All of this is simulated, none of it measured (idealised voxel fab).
This section sets out a process module, namely voxel lift off.
Cross-section cut spans 220 nm and uses square cells 5 nm in size.
We lay out every cross-section as a grid of square cells and spell it out in bands from the top down, where one band means one or more rows of cells. Heads up on the band format: heights come first, top then bottom, in nm. After that it's the materials left to right, each with its width in nm. A single material flagged "everywhere" fills the whole band edge to edge, and "empty" means there's empty space there. It should be noted that heights are counted from 0, beneath which the wafer as supplied is of one material throughout, and that the lowest band possesses no lower boundary but continues downward, as written in "from 0 down". Note: "30 to 40" means the width goes from the first number (top row of the band) to the second number (bottom row) in equal steps per row of cells. For the purposes of this document, the phrase "changes: none" attached to a step denotes that no cell within the cross-section was modified by that step. "Trapped void list" contains a list of empty spaces, each no smaller than 8 cells and without an open way to the top, written in the form width x height at distance with the distance from the left edge and all three in nm. On each step's line, the part that comes after the settings is the simulator's own comment on the step. The line of a step may include "overlay nm". On a step with a mask, this value is how far to the right of its planned place the mask lay. A negative value means the mask lay to the left.
Process steps foreseen in the plan
1,RECEIVE [material Si]
2,CONFORMAL_DEP [material Al2O3] [thk nm 10]
3,PATTERN [tone open] [mask id LINES] [material resist] [width nm 30] [pitch nm 45] [thk nm 25] [overlay nm -15]
4,DIRECTIONAL_DEP [material Ru] [thk nm 15]
5,STRIP [etch materials resist]
6,CONFORMAL_DEP [material SiO2] [thk nm 5]
The value of overlay nm given for step 3 in the plan refers to the first wafer; the wafers vary in this setting and are alike at the start.
First of several wafers, received after step 1, in cross-section
  from 0 down | Si everywhere
  Trapped void list: none
First wafer at the end, after step 6
  from 30 to 25 | empty 50, SiO2 40, empty 5, SiO2 40, empty 85
  from 25 to 15 | empty 50, SiO2 5, Ru 30, SiO2 5, empty 5, SiO2 5, Ru 30, SiO2 5, empty 85
  from 15 to 10 | SiO2 55, Ru 30, SiO2 15, Ru 30, SiO2 90
  from 10 to 0 | Al2O3 everywhere
  from 0 down | Si everywhere
  Trapped void list: none
Cross-sectional depiction of the last of several wafers upon completion of the module
  from 30 to 25 | empty 80, SiO2 40, empty 5, SiO2 40, empty 55
  from 25 to 15 | empty 80, SiO2 5, Ru 30, SiO2 5, empty 5, SiO2 5, Ru 30, SiO2 5, empty 55
  from 15 to 10 | SiO2 85, Ru 30, SiO2 15, Ru 30, SiO2 60
  from 10 to 0 | Al2O3 everywhere
  from 0 down | Si everywhere
  Trapped void list: none
Wafer rows; end of module; cells per material since receipt: (+) gained, (-) lost; then closed voids
overlay nm -15; +88 Al2O3; +36 Ru; +56 SiO2; Trapped void list: none
overlay nm -10; +88 Al2O3; +36 Ru; +56 SiO2; Trapped void list: none
overlay nm -5; +88 Al2O3; +36 Ru; +56 SiO2; Trapped void list: none
overlay nm 0; +88 Al2O3; +36 Ru; +56 SiO2; Trapped void list: none
overlay nm 5; +88 Al2O3; +36 Ru; +56 SiO2; Trapped void list: none
overlay nm 10; +88 Al2O3; +36 Ru; +56 SiO2; Trapped void list: none
overlay nm 15; +88 Al2O3; +36 Ru; +56 SiO2; Trapped void list: none
